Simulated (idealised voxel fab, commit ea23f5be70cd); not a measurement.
The following process module bears the name voxel self aligned vias.
The width of the displayed cross-section, cut, is 195 nm; its cells are square, with a size of 5 nm.
Cross-section, as written here: a square-cell grid given band by band from the top down, where a band holds one or more rows of cells. This entry defines a band. It first specifies the height of the band's top and the height of its bottom in nm, and then specifies the band's materials from left to right, stating each material with its width in nm. The word "everywhere" identifies a single material that fills the band from edge to edge, while the word "air" identifies empty space. Measure heights from 0. That's the level where, below it, the as-received wafer is all one material. The lowest band is bottomless and extends downward; write it as in "z 0 and below". A width given as "30..40" starts at the first number in the band's top row and ends at the second number in its bottom row, shifting by an equal amount at every step from row to row. The cross-section has no changed cell in any step marked "left unchanged". Closed empty spaces (no open way to the top) of 8 cells or more are what "Voids, fully enclosed" lists, each as width x height at distance from the left edge, nm for all three. Anything after a step's settings on that line? It's the simulator's own note about the step. The line of a step may include "overlay nm". On a step with a mask, this value is how far to the right of its planned place the mask lay. A negative value means the mask lay to the left.

BELOW IS THE LIST OF PLANNED PROCESS STEPS
| 1 | RECEIVE, material Si |
| 2 | CONFORMAL_DEP, material SiO2, thk nm 15 |
| 3 | CONFORMAL_DEP, material SiCN, thk nm 5 |
| 4 | DIRECTIONAL_DEP, material SiO2, thk nm 25 |
| 5 | MASKED_ETCH, tone open, mask id LINES, width nm 25, pitch nm 65, etch materials SiO2, depth nm 25, overlay nm 0 |
| 6 | CONFORMAL_DEP, material TiN, thk nm 5 |
| 7 | FILL_DEP, material Ru, thk nm 10 |
| 8 | CMP, height nm 45 |
| 9 | SELECTIVE_ETCH, etch materials W Ru TiN, depth nm 5 |
| 10 | FILL_DEP, material SiN, thk nm 5 |
| 11 | CMP, height nm 45 |
| 12 | DIRECTIONAL_DEP, material SiO2, thk nm 15 |
| 13 | DIRECTIONAL_DEP, material aC, thk nm 10 |
| 14 | PATTERN, tone open, mask id VIAS, material resist, width nm 35, thk nm 30, overlay nm 0 |
| 15 | DIRECTIONAL_ETCH, etch materials aC, depth nm 10 |
| 16 | STRIP, etch materials resist |
| 17 | DIRECTIONAL_ETCH, etch materials SiO2, depth nm 15 |
| 18 | DIRECTIONAL_ETCH, etch materials SiN, depth nm 5 |
| 19 | STRIP, etch materials aC |
| 20 | CONFORMAL_DEP, material TiN, thk nm 5 |
| 21 | FILL_DEP, material Ru, thk nm 10 |
| 22 | CMP, height nm 60 |
| 23 | CONFORMAL_DEP, material SiN, thk nm 5 |

FIRST OUT OF TWO WAFERS; RUN WENT TO PLAN

WAFER AT RECEIPT (POST STEP 1), CROSS-SECTION
	z 0 and below = Si everywhere
	Voids, fully enclosed: none

STATE OF THE WAFER AFTER STEP 2, SHOWN IN CROSS-SECTION
	z 15 to 0 = SiO2 everywhere
	below 0: unchanged

STATE OF THE WAFER AFTER STEP 3, SHOWN IN CROSS-SECTION
	z 20 to 15 = SiCN everywhere
	below 15: unchanged

STATE OF THE WAFER AFTER STEP 4, SHOWN IN CROSS-SECTION
	z 45 to 20 = SiO2 everywhere
	below 20: unchanged

STATE OF THE WAFER AFTER STEP 5, SHOWN IN CROSS-SECTION
	z 45 to 20 = SiO2 50, then air 25, then SiO2 40, then air 25, then SiO2 55
	below 20: unchanged

STATE OF THE WAFER AFTER STEP 6, SHOWN IN CROSS-SECTION
	z 50 to 45 = TiN 55, then air 15, then TiN 50, then air 15, then TiN 60
	z 45 to 25 = SiO2 50, then TiN 5, then air 15, then TiN 5, then SiO2 40, then TiN 5, then air 15, then TiN 5, then SiO2 55
	z 25 to 20 = SiO2 50, then TiN 25, then SiO2 40, then TiN 25, then SiO2 55
	below 20: unchanged

STATE OF THE WAFER AFTER STEP 7, SHOWN IN CROSS-SECTION
	z 60 to 50 = Ru everywhere
	z 50 to 45 = TiN 55, then Ru 15, then TiN 50, then Ru 15, then TiN 60
	z 45 to 25 = SiO2 50, then TiN 5, then Ru 15, then TiN 5, then SiO2 40, then TiN 5, then Ru 15, then TiN 5, then SiO2 55
	below 25: unchanged

STATE OF THE WAFER AFTER STEP 8, SHOWN IN CROSS-SECTION
	z 45 to 25 = SiO2 50, then TiN 5, then Ru 15, then TiN 5, then SiO2 40, then TiN 5, then Ru 15, then TiN 5, then SiO2 55
	below 25: unchanged

STATE OF THE WAFER AFTER STEP 9, SHOWN IN CROSS-SECTION
	z 45 to 40 = SiO2 50, then air 25, then SiO2 40, then air 25, then SiO2 55
	below 40: unchanged

STATE OF THE WAFER AFTER STEP 10, SHOWN IN CROSS-SECTION
	z 50 to 45 = SiN everywhere
	z 45 to 40 = SiO2 50, then SiN 25, then SiO2 40, then SiN 25, then SiO2 55
	below 40: unchanged

STATE OF THE WAFER AFTER STEP 11, SHOWN IN CROSS-SECTION
	z 45 to 40 = SiO2 50, then SiN 25, then SiO2 40, then SiN 25, then SiO2 55
	below 40: unchanged

STATE OF THE WAFER AFTER STEP 12, SHOWN IN CROSS-SECTION
	z 60 to 45 = SiO2 everywhere
	below 45: unchanged

STATE OF THE WAFER AFTER STEP 13, SHOWN IN CROSS-SECTION
	z 70 to 60 = aC everywhere
	below 60: unchanged

STATE OF THE WAFER AFTER STEP 14, SHOWN IN CROSS-SECTION
	z 100 to 70 = resist 45, then air 35, then resist 115
	below 70: unchanged

STATE OF THE WAFER AFTER STEP 15, SHOWN IN CROSS-SECTION
	z 90 to 70 = resist 45, then air 35, then resist 115
	z 70 to 60 = aC 45, then air 35, then aC 115
	below 60: unchanged

STATE OF THE WAFER AFTER STEP 16, SHOWN IN CROSS-SECTION
	z 70 to 60 = aC 45, then air 35, then aC 115
	below 60: unchanged

STATE OF THE WAFER AFTER STEP 17, SHOWN IN CROSS-SECTION
	z 70 to 60 = aC 45, then air 35, then aC 115
	z 60 to 45 = SiO2 45, then air 35, then SiO2 115
	below 45: unchanged

STATE OF THE WAFER AFTER STEP 18, SHOWN IN CROSS-SECTION
	z 70 to 60 = aC 45, then air 35, then aC 115
	z 60 to 45 = SiO2 45, then air 35, then SiO2 115
	z 45 to 40 = SiO2 50, then air 25, then SiO2 40, then SiN 25, then SiO2 55
	below 40: unchanged

STATE OF THE WAFER AFTER STEP 19, SHOWN IN CROSS-SECTION
	z 60 to 45 = SiO2 45, then air 35, then SiO2 115
	below 45: unchanged

STATE OF THE WAFER AFTER STEP 20, SHOWN IN CROSS-SECTION
	z 65 to 60 = TiN 50, then air 25, then TiN 120
	z 60 to 50 = SiO2 45, then TiN 5, then air 25, then TiN 5, then SiO2 115
	z 50 to 45 = SiO2 45, then TiN 10, then air 15, then TiN 10, then SiO2 115
	z 45 to 40 = SiO2 50, then TiN 25, then SiO2 40, then SiN 25, then SiO2 55
	below 40: unchanged

STATE OF THE WAFER AFTER STEP 21, SHOWN IN CROSS-SECTION
	z 75 to 65 = Ru everywhere
	z 65 to 60 = TiN 50, then Ru 25, then TiN 120
	z 60 to 50 = SiO2 45, then TiN 5, then Ru 25, then TiN 5, then SiO2 115
	z 50 to 45 = SiO2 45, then TiN 10, then Ru 15, then TiN 10, then SiO2 115
	below 45: unchanged

STATE OF THE WAFER AFTER STEP 22, SHOWN IN CROSS-SECTION
	z 60 to 50 = SiO2 45, then TiN 5, then Ru 25, then TiN 5, then SiO2 115
	below 50: unchanged

STATE OF THE WAFER AFTER STEP 23, SHOWN IN CROSS-SECTION
	z 65 to 60 = SiN everywhere
	below 60: unchanged

THE SECOND WAFER: COMMON ORIGIN AND PLAN, ONE MISTAKE IN EXECUTION, IDENTICAL TO THE FIRST THROUGH STEP 1

SECOND WAFER SHOWN IN CROSS-SECTION AT THE TIME STEP 2 WAS SLATED TO END
	z 5 to 0 = SiCN everywhere
	below 0: unchanged

SECOND WAFER SHOWN IN CROSS-SECTION AT THE TIME STEP 3 WAS SLATED TO END
	z 20 to 5 = SiO2 everywhere
	below 5: unchanged

SECOND WAFER SHOWN IN CROSS-SECTION AT THE TIME STEP 4 WAS SLATED TO END
	z 45 to 5 = SiO2 everywhere
	below 5: unchanged

SECOND WAFER SHOWN IN CROSS-SECTION AT THE TIME STEP 5 WAS SLATED TO END
	z 45 to 20 = SiO2 50, then air 25, then SiO2 40, then air 25, then SiO2 55
	below 20: unchanged

SECOND WAFER SHOWN IN CROSS-SECTION AT THE TIME STEP 6 WAS SLATED TO END
	z 50 to 45 = TiN 55, then air 15, then TiN 50, then air 15, then TiN 60
	z 45 to 25 = SiO2 50, then TiN 5, then air 15, then TiN 5, then SiO2 40, then TiN 5, then air 15, then TiN 5, then SiO2 55
	z 25 to 20 = SiO2 50, then TiN 25, then SiO2 40, then TiN 25, then SiO2 55
	below 20: unchanged

SECOND WAFER SHOWN IN CROSS-SECTION AT THE TIME STEP 7 WAS SLATED TO END
	z 60 to 50 = Ru everywhere
	z 50 to 45 = TiN 55, then Ru 15, then TiN 50, then Ru 15, then TiN 60
	z 45 to 25 = SiO2 50, then TiN 5, then Ru 15, then TiN 5, then SiO2 40, then TiN 5, then Ru 15, then TiN 5, then SiO2 55
	below 25: unchanged

SECOND WAFER SHOWN IN CROSS-SECTION AT THE TIME STEP 8 WAS SLATED TO END
	z 45 to 25 = SiO2 50, then TiN 5, then Ru 15, then TiN 5, then SiO2 40, then TiN 5, then Ru 15, then TiN 5, then SiO2 55
	below 25: unchanged

SECOND WAFER SHOWN IN CROSS-SECTION AT THE TIME STEP 9 WAS SLATED TO END
	z 45 to 40 = SiO2 50, then air 25, then SiO2 40, then air 25, then SiO2 55
	below 40: unchanged

SECOND WAFER SHOWN IN CROSS-SECTION AT THE TIME STEP 10 WAS SLATED TO END
	z 50 to 45 = SiN everywhere
	z 45 to 40 = SiO2 50, then SiN 25, then SiO2 40, then SiN 25, then SiO2 55
	below 40: unchanged

SECOND WAFER SHOWN IN CROSS-SECTION AT THE TIME STEP 11 WAS SLATED TO END
	z 45 to 40 = SiO2 50, then SiN 25, then SiO2 40, then SiN 25, then SiO2 55
	below 40: unchanged

SECOND WAFER SHOWN IN CROSS-SECTION AT THE TIME STEP 12 WAS SLATED TO END
	z 60 to 45 = SiO2 everywhere
	below 45: unchanged

SECOND WAFER SHOWN IN CROSS-SECTION AT THE TIME STEP 13 WAS SLATED TO END
	z 70 to 60 = aC everywhere
	below 60: unchanged

SECOND WAFER SHOWN IN CROSS-SECTION AT THE TIME STEP 14 WAS SLATED TO END
	z 100 to 70 = resist 45, then air 35, then resist 115
	below 70: unchanged

SECOND WAFER SHOWN IN CROSS-SECTION AT THE TIME STEP 15 WAS SLATED TO END
	z 90 to 70 = resist 45, then air 35, then resist 115
	z 70 to 60 = aC 45, then air 35, then aC 115
	below 60: unchanged

SECOND WAFER SHOWN IN CROSS-SECTION AT THE TIME STEP 16 WAS SLATED TO END
	z 70 to 60 = aC 45, then air 35, then aC 115
	below 60: unchanged

SECOND WAFER SHOWN IN CROSS-SECTION AT THE TIME STEP 17 WAS SLATED TO END
	z 70 to 60 = aC 45, then air 35, then aC 115
	z 60 to 45 = SiO2 45, then air 35, then SiO2 115
	below 45: unchanged

SECOND WAFER SHOWN IN CROSS-SECTION AT THE TIME STEP 18 WAS SLATED TO END
	z 70 to 60 = aC 45, then air 35, then aC 115
	z 60 to 45 = SiO2 45, then air 35, then SiO2 115
	z 45 to 40 = SiO2 50, then air 25, then SiO2 40, then SiN 25, then SiO2 55
	below 40: unchanged

SECOND WAFER SHOWN IN CROSS-SECTION AT THE TIME STEP 19 WAS SLATED TO END
	z 60 to 45 = SiO2 45, then air 35, then SiO2 115
	below 45: unchanged

SECOND WAFER SHOWN IN CROSS-SECTION AT THE TIME STEP 20 WAS SLATED TO END
	z 65 to 60 = TiN 50, then air 25, then TiN 120
	z 60 to 50 = SiO2 45, then TiN 5, then air 25, then TiN 5, then SiO2 115
	z 50 to 45 = SiO2 45, then TiN 10, then air 15, then TiN 10, then SiO2 115
	z 45 to 40 = SiO2 50, then TiN 25, then SiO2 40, then SiN 25, then SiO2 55
	below 40: unchanged

SECOND WAFER SHOWN IN CROSS-SECTION AT THE TIME STEP 21 WAS SLATED TO END
	z 75 to 65 = Ru everywhere
	z 65 to 60 = TiN 50, then Ru 25, then TiN 120
	z 60 to 50 = SiO2 45, then TiN 5, then Ru 25, then TiN 5, then SiO2 115
	z 50 to 45 = SiO2 45, then TiN 10, then Ru 15, then TiN 10, then SiO2 115
	below 45: unchanged

SECOND WAFER SHOWN IN CROSS-SECTION AT THE TIME STEP 22 WAS SLATED TO END
	z 60 to 50 = SiO2 45, then TiN 5, then Ru 25, then TiN 5, then SiO2 115
	below 50: unchanged

SECOND WAFER SHOWN IN CROSS-SECTION AT THE TIME STEP 23 WAS SLATED TO END
	z 65 to 60 = SiN everywhere
	below 60: unchanged
Nonconformance to the process plan: ran 2 and 3 in swapped order versus the plan
If you tally the cells, the second wafer ends up with the same amount of every material as the first; it's all just sitting in different places.
